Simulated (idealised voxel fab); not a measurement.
Proc. module: voxel capacitor over wiring
Displayed cross-section: cut, width of 275 nm, square cells sized 5 nm.
Cross-section spec: square-cell grid; bands listed top down; each band is one or more rows. Heads up on the band format: heights come first, top then bottom, in nm. After that it's the materials left to right, each with its width in nm. A single material flagged "everywhere" fills the whole band edge to edge, and "blank" means there's empty space there. Where do heights start? At 0: under that level the wafer as delivered is made of one material only. And the lowest band has no floor; it just carries on downward, as in "from 0 down". Per-row width for "30->40": begins at first number (top row of band), ends at second number (bottom row), increment between rows held constant. "remained unchanged" means the step left every cell of the cross-section as it was. Closed empty spaces (no open way to the top) of 8 cells or more are what "Fully enclosed voids" lists, each as width x height at distance from the left edge, nm for all three. Step line, after settings: the simulator's comment on this step. If you see "overlay nm" on a step's line and that step has a mask, it's telling you how far right of where it was planned the mask ended up; a negative number means it went left instead.

The planned process steps are enumerated hereunder:
1,RECEIVE, material Si
2,CONFORMAL_DEP, material SiO2, thk nm 15
3,CONFORMAL_DEP, material SiN, thk nm 5
4,DIRECTIONAL_DEP, material SiO2, thk nm 20
5,MASKED_ETCH, tone open, mask id METAL_1, width nm 20, pitch nm 70, etch materials SiO2, depth nm 20, overlay nm 0
6,MASKED_ETCH, tone open, mask id METAL_1, width nm 20, pitch nm 70, etch materials SiN, depth nm 5, overlay nm 0
7,CONFORMAL_DEP, material TiN, thk nm 5
8,FILL_DEP, material W, thk nm 5
9,CMP, height nm 40
10,CONFORMAL_DEP, material SiCN, thk nm 5
11,DIRECTIONAL_DEP, material lowk, thk nm 10
12,PATTERN, tone open, mask id PLUG_1, material resist, width nm 15, thk nm 15, overlay nm 0
13,DIRECTIONAL_ETCH, etch materials lowk, depth nm 10
14,DIRECTIONAL_ETCH, etch materials SiCN, depth nm 5
15,STRIP, etch materials resist
16,CONFORMAL_DEP, material TiN, thk nm 5
17,FILL_DEP, material Cu, thk nm 10
18,CMP, height nm 55
19,DIRECTIONAL_DEP, material TiN, thk nm 10
20,DIRECTIONAL_DEP, material SiN, thk nm 5
21,DIRECTIONAL_DEP, material TiN, thk nm 10
22,MASKED_ETCH, tone cover, mask id UPPER_PLATE, width nm 55, etch materials TiN, depth nm 10, overlay nm 0
23,MASKED_ETCH, tone cover, mask id UPPER_PLATE, width nm 45, etch materials SiN, depth nm 5, overlay nm 0
24,MASKED_ETCH, tone cover, mask id LOWER_PLATE, width nm 65, etch materials TiN, depth nm 10, overlay nm 0
25,FILL_DEP, material SiO2, thk nm 15
26,CMP, height nm 90
27,MASKED_ETCH, tone open, mask id PLUG_2, width nm 15, etch materials SiO2, depth nm 10, overlay nm 0
28,CONFORMAL_DEP, material TiN, thk nm 5
29,FILL_DEP, material W, thk nm 10
30,CMP, height nm 90
31,CONFORMAL_DEP, material SiN, thk nm 5
The plan shows the width nm of step 23 as the first wafer had it; this setting differs between the wafers, which start out alike.

So this is the first of several wafers, cross-sectioned as it came to us, meaning it's at the end of step 1:
> from 0 down  Si everywhere
> Fully enclosed voids: none

Every row in this table is a wafer at the end of the module, and it gives, for each of the materials, the cells that wafer has gained (+) or lost (-) since it was received, then its closed voids:
width nm 45, +2 Cu, +52 SiCN, +113 SiN, +673 SiO2, +84 TiN, +17 W, +104 lowk, Fully enclosed voids: none
width nm 50, +2 Cu, +52 SiCN, +113 SiN, +673 SiO2, +84 TiN, +17 W, +104 lowk, Fully enclosed voids: none
width nm 55, +2 Cu, +52 SiCN, +113 SiN, +673 SiO2, +84 TiN, +17 W, +104 lowk, Fully enclosed voids: none
width nm 60, +2 Cu, +52 SiCN, +114 SiN, +672 SiO2, +84 TiN, +17 W, +104 lowk, Fully enclosed voids: none
width nm 65, +2 Cu, +52 SiCN, +115 SiN, +671 SiO2, +84 TiN, +17 W, +104 lowk, Fully enclosed voids: none
width nm 70, +2 Cu, +52 SiCN, +116 SiN, +668 SiO2, +86 TiN, +17 W, +104 lowk, Fully enclosed voids: none
